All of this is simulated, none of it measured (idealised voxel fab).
process module | voxel transistor to metal
cross-section cut | 280 nm wide | cells 5 nm
A cross-section is a grid of square cells, given in bands from the top down. A band is one or more rows of cells.
Each band's line starts with the height of the band's top and of its bottom, in nm. Then come its materials from left to right, each with its width in nm. One material with "throughout" fills the band from edge to edge. "air" is empty space.
Height 0 is the level under which the wafer as received is all one material. The lowest band goes on downwards, as in "0 down".
A width such as "30 to 40" changes by the same amount from each row of cells to the next, from the band's top row to its bottom row.
"no change" after a step means that no cell of the cross-section changed.
closed voids: empty space of 8 cells or more with no open way to the top, each as width x height at its distance from the left edge, in nm
after a step's settings: what the simulator itself notes on the step
overlay nm, on a step with a mask: how far to the right of its planned place the mask lay; to the left if negative
plan
1 op RECEIVE | material Si
2 op OXIDIZE | depth nm 5
3 op CONFORMAL_DEP | material SiN | thk nm 10
4 op PATTERN | tone cover | mask id ACTIVE | material resist | width nm 100 | pitch nm 130 | thk nm 15 | overlay nm 0
5 op DIRECTIONAL_ETCH | etch materials SiN | depth nm 10
6 op DIRECTIONAL_ETCH | etch materials SiO2 | depth nm 5
7 op DIRECTIONAL_ETCH | etch materials Si | depth nm 35
8 op STRIP | etch materials resist
9 op FILL_DEP | material SiO2 | thk nm 10
10 op CMP | height nm 10
11 op SELECTIVE_ETCH | etch materials SiO2 | depth nm 10
12 op STRIP | etch materials SiN
13 op SELECTIVE_ETCH | etch materials SiO2 | depth nm 5
14 op OXIDIZE | depth nm 5
15 op DIRECTIONAL_DEP | material polySi | thk nm 25
16 op DIRECTIONAL_DEP | material SiCN | thk nm 15
17 op MASKED_ETCH | tone cover | mask id GATE | width nm 30 | pitch nm 130 | etch materials SiCN | depth nm 25 | overlay nm 0
18 op MASKED_ETCH | tone cover | mask id GATE | width nm 30 | pitch nm 130 | etch materials polySi | depth nm 35 | overlay nm 0
19 op CONFORMAL_DEP | material SiN | thk nm 10
20 op DIRECTIONAL_ETCH | etch materials SiN | depth nm 10
21 op DIRECTIONAL_ETCH | etch materials SiO2 | depth nm 5
22 op DIRECTIONAL_ETCH | etch materials Si | depth nm 5
23 op EPI | material nSi | thk nm 5
24 op FILL_DEP | material SiO2 | thk nm 5
25 op CMP | height nm 20
26 op STRIP | etch materials polySi
27 op SELECTIVE_ETCH | etch materials SiO2 | depth nm 5
28 op CONFORMAL_DEP | material HfO2 | thk nm 5
29 op CONFORMAL_DEP | material TiN | thk nm 5
30 op FILL_DEP | material W | thk nm 5
31 op CMP | height nm 15
32 op DIRECTIONAL_DEP | material SiO2 | thk nm 10
33 op PATTERN | tone open | mask id CONTACT | material resist | width nm 15 | thk nm 15 | overlay nm 0
34 op DIRECTIONAL_ETCH | etch materials SiO2 | depth nm 35
35 op STRIP | etch materials resist
36 op CONFORMAL_DEP | material TiN | thk nm 5
37 op FILL_DEP | material W | thk nm 10
38 op CMP | height nm 25
39 op CONFORMAL_DEP | material SiCN | thk nm 5
40 op DIRECTIONAL_DEP | material lowk | thk nm 25
41 op PATTERN | tone open | mask id METAL_1 | material resist | width nm 15 | thk nm 15 | overlay nm 0
42 op DIRECTIONAL_ETCH | etch materials lowk | depth nm 25
43 op DIRECTIONAL_ETCH | etch materials SiCN | depth nm 5
44 op STRIP | etch materials resist
45 op CONFORMAL_DEP | material TiN | thk nm 5
46 op FILL_DEP | material Ru | thk nm 5
47 op CMP | height nm 55
48 op CONFORMAL_DEP | material SiCN | thk nm 5
varied across the wafers: width nm of step 4. The plan shows the first wafer's value. All wafers start alike
first wafer as received, after step 1
  0 down: Si throughout
  closed voids: none
each wafer at the end: cells of each material gained (+) or lost (-) since it was received, then its closed voids
width nm 100 | +32 HfO2 | +20 Ru | -228 Si | +100 SiCN | +32 SiN | +304 SiO2 | +132 TiN | +36 W | +220 lowk | +24 nSi | closed voids: none
width nm 105 | +32 HfO2 | +20 Ru | -218 Si | +100 SiCN | +32 SiN | +292 SiO2 | +132 TiN | +36 W | +220 lowk | +26 nSi | closed voids: none
width nm 110 | +32 HfO2 | +20 Ru | -208 Si | +100 SiCN | +32 SiN | +280 SiO2 | +132 TiN | +36 W | +220 lowk | +28 nSi | closed voids: none
width nm 115 | +32 HfO2 | +20 Ru | -198 Si | +100 SiCN | +32 SiN | +268 SiO2 | +132 TiN | +36 W | +220 lowk | +30 nSi | closed voids: none
